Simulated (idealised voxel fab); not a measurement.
You're looking at the process module voxel self aligned contacts.
The cross-section shown here is cut; it is 155 nm wide and divided into square cells measuring 5 nm on a side.
Cross-sections here: square-cell grids, written as top-down lists of bands, a band being one or more rows of cells.
In this notation a band is specified by the heights of its top and bottom, in that order and in nm, after which its materials appear from left to right, each paired with its width in nm. The word "all across" attached to a single material means that material fills the band from edge to edge; the word "blank" stands for empty space.
Heads up on the height convention: 0 is the point under which the incoming wafer is all one material, and the lowest band has no bottom, it just keeps going down, like "0 and below".
You'd read "30->40" like this: the band's top row of cells is as wide as the first number, its bottom row is as wide as the second, and going down, every row changes width by the same amount as the row before did.
"nothing was modified" for a step: no cell of the cross-section changed in that step.
Under "Fully closed voids" you'll find the enclosed gaps, the ones with no way out to the top, that are 8 cells or bigger; each reads width x height at distance, with distance counted from the left edge, everything in nm.
It should be noted that, on the line of a given step, the content following the step's settings is a remark produced by the simulator itself with respect to that step.
Regarding "overlay nm": on a step with a mask, it is the distance the mask lay to the right of its planned place; a negative value places it to the left.

Planned step list for the process:
1,RECEIVE | material Si
2,CONFORMAL_DEP | material SiO2 | thk nm 5
3,DIRECTIONAL_DEP | material polySi | thk nm 20
4,DIRECTIONAL_DEP | material SiN | thk nm 15
5,PATTERN | tone cover | mask id GATE | material resist | width nm 30 | pitch nm 55 | thk nm 20 | overlay nm 0
6,DIRECTIONAL_ETCH | etch materials SiN | depth nm 15
7,DIRECTIONAL_ETCH | etch materials polySi | depth nm 20
8,STRIP | etch materials resist
9,CONFORMAL_DEP | material SiN | thk nm 5
10,DIRECTIONAL_ETCH | etch materials SiN | depth nm 5
11,FILL_DEP | material SiO2 | thk nm 10
12,CMP | height nm 45
13,DIRECTIONAL_DEP | material aC | thk nm 10
14,PATTERN | tone open | mask id CONTACT | material resist | width nm 35 | thk nm 30 | overlay nm 0
15,DIRECTIONAL_ETCH | etch materials aC | depth nm 10
16,STRIP | etch materials resist
17,DIRECTIONAL_ETCH | etch materials SiO2 | depth nm 45
18,STRIP | etch materials aC
19,CONFORMAL_DEP | material TiN | thk nm 5
20,FILL_DEP | material W | thk nm 10
21,CMP | height nm 45
22,CONFORMAL_DEP | material SiCN | thk nm 5

Step 1 complete: cross-section of the wafer as received:
> 0 and below | Si all across
> Fully closed voids: none

First of two wafers at the end of the module, shown in cross-section; run carried out as planned:
> 50 down to 45 | SiCN all across
> 45 down to 40 | SiO2: 60 / TiN: 15 / W: 5 / TiN: 15 / SiO2: 60
> 40 down to 25 | SiO2: 30 / SiN: 40 / TiN: 5 / W: 5 / TiN: 5 / SiN: 40 / SiO2: 30
> 25 down to 5 | SiO2: 30 / SiN: 5 / polySi: 30 / SiN: 5 / TiN: 5 / W: 5 / TiN: 5 / SiN: 5 / polySi: 30 / SiN: 5 / SiO2: 30
> 5 down to 0 | SiO2: 70 / TiN: 15 / SiO2: 70
> 0 and below | Si all across
> Fully closed voids: none

So this is wafer number two of the two, cut at the end of the module - it started where the first did and had the same plan, we just got one thing wrong running it:
> 50 down to 45 | SiCN all across
> 45 down to 40 | SiO2: 60 / TiN: 15 / W: 5 / TiN: 15 / SiO2: 60
> 40 down to 25 | SiO2: 30 / SiN: 5 / polySi: 30 / SiN: 5 / TiN: 5 / W: 5 / TiN: 5 / SiN: 5 / polySi: 30 / SiN: 5 / SiO2: 30
> 25 down to 20 | SiO2: 30 / SiN: 5 / polySi: 30 / SiN: 5 / TiN: 15 / SiN: 5 / polySi: 30 / SiN: 5 / SiO2: 30
> 20 down to 5 | SiN all across
> 5 down to 0 | SiO2 all across
> 0 and below | Si all across
> Fully closed voids: none
Run error: the executed order of steps 3 and 4 is the reverse of that specified in the plan, each step having taken the other's position
Final wafer comparison in cells, second versus first, more or fewer per material: SiN +45, SiO2 -33, TiN -8, W -4
